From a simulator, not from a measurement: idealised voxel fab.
process module | voxel gate over fins
cross-section cut | 185 nm wide | cells 5 nm
A cross-section is a grid of square cells, given in bands from the top down. A band is one or more rows of cells.
Each band's line starts with the height of the band's top and of its bottom, in nm. Then come its materials from left to right, each with its width in nm. One material with "throughout" fills the band from edge to edge. "air" is empty space.
Height 0 is the level under which the wafer as received is all one material. The lowest band goes on downwards, as in "0 down".
A width such as "30 to 40" changes by the same amount from each row of cells to the next, from the band's top row to its bottom row.
"no change" after a step means that no cell of the cross-section changed.
closed voids: empty space of 8 cells or more with no open way to the top, each as width x height at its distance from the left edge, in nm
after a step's settings: what the simulator itself notes on the step
overlay nm, on a step with a mask: how far to the right of its planned place the mask lay; to the left if negative
plan
1 op RECEIVE | material Si
2 op CONFORMAL_DEP | material SiN | thk nm 5
3 op DIRECTIONAL_DEP | material aC | thk nm 15
4 op PATTERN | tone cover | mask id FINS | material resist | width nm 15 | pitch nm 45 | thk nm 35 | overlay nm 0
5 op DIRECTIONAL_ETCH | etch materials aC | depth nm 15
6 op STRIP | etch materials resist
7 op DIRECTIONAL_ETCH | etch materials SiN | depth nm 5
8 op DIRECTIONAL_ETCH | etch materials Si | depth nm 30
9 op STRIP | etch materials aC
10 op OXIDIZE | depth nm 5
11 op FILL_DEP | material SiO2 | thk nm 5
12 op CMP | height nm 5
13 op SELECTIVE_ETCH | etch materials SiO2 | depth nm 20
14 op STRIP | etch materials SiN
15 op CONFORMAL_DEP | material HfO2 | thk nm 5
16 op CONFORMAL_DEP | material TiN | thk nm 5
17 op FILL_DEP | material W | thk nm 15
18 op CMP | height nm 20
19 op CONFORMAL_DEP | material SiCN | thk nm 5
as received, after step 1
  0 down: Si throughout
  closed voids: none
first wafer at the end, as planned
  25 to 20: SiCN throughout
  20 to 10: W throughout
  10 to 5: W 35 | TiN 25 | W 20 | TiN 25 | W 20 | TiN 25 | W 35
  5 to 0: W 35 | TiN 5 | HfO2 15 | TiN 5 | W 20 | TiN 5 | HfO2 15 | TiN 5 | W 20 | TiN 5 | HfO2 15 | TiN 5 | W 35
  0 to -5: W 35 | TiN 5 | HfO2 5 | Si 5 | HfO2 5 | TiN 5 | W 20 | TiN 5 | HfO2 5 | Si 5 | HfO2 5 | TiN 5 | W 20 | TiN 5 | HfO2 5 | Si 5 | HfO2 5 | TiN 5 | W 35
  -5 to -10: TiN 40 | HfO2 5 | Si 5 | HfO2 5 | TiN 30 | HfO2 5 | Si 5 | HfO2 5 | TiN 30 | HfO2 5 | Si 5 | HfO2 5 | TiN 40
  -10 to -15: HfO2 45 | Si 5 | HfO2 40 | Si 5 | HfO2 40 | Si 5 | HfO2 45
  -15 to -35: SiO2 45 | Si 5 | SiO2 40 | Si 5 | SiO2 40 | Si 5 | SiO2 45
  -35 down: Si throughout
  closed voids: none
second wafer at the end: like start, like plan, one mistake
  25 to 20: SiCN throughout
  20 to 10: W throughout
  10 to 5: W 35 | TiN 25 | W 20 | TiN 25 | W 20 | TiN 25 | W 35
  5 to 0: W 35 | TiN 5 | HfO2 15 | TiN 5 | W 20 | TiN 5 | HfO2 15 | TiN 5 | W 20 | TiN 5 | HfO2 15 | TiN 5 | W 35
  0 to -5: W 35 | TiN 5 | HfO2 5 | Si 5 | HfO2 5 | TiN 5 | W 20 | TiN 5 | HfO2 5 | Si 5 | HfO2 5 | TiN 5 | W 20 | TiN 5 | HfO2 5 | Si 5 | HfO2 5 | TiN 5 | W 35
  -5 to -10: TiN 40 | HfO2 5 | Si 5 | HfO2 5 | TiN 30 | HfO2 5 | Si 5 | HfO2 5 | TiN 30 | HfO2 5 | Si 5 | HfO2 5 | TiN 40
  -10 to -15: HfO2 45 | Si 5 | HfO2 40 | Si 5 | HfO2 40 | Si 5 | HfO2 45
  -15 to -40: SiO2 45 | Si 5 | SiO2 40 | Si 5 | SiO2 40 | Si 5 | SiO2 45
  -40 down: Si throughout
  closed voids: none
what went wrong: step 8 ran as: op DIRECTIONAL_ETCH | etch materials Si | depth nm 35
at the end the second wafer has, in cells: 34 fewer of Si | 34 more of SiO2
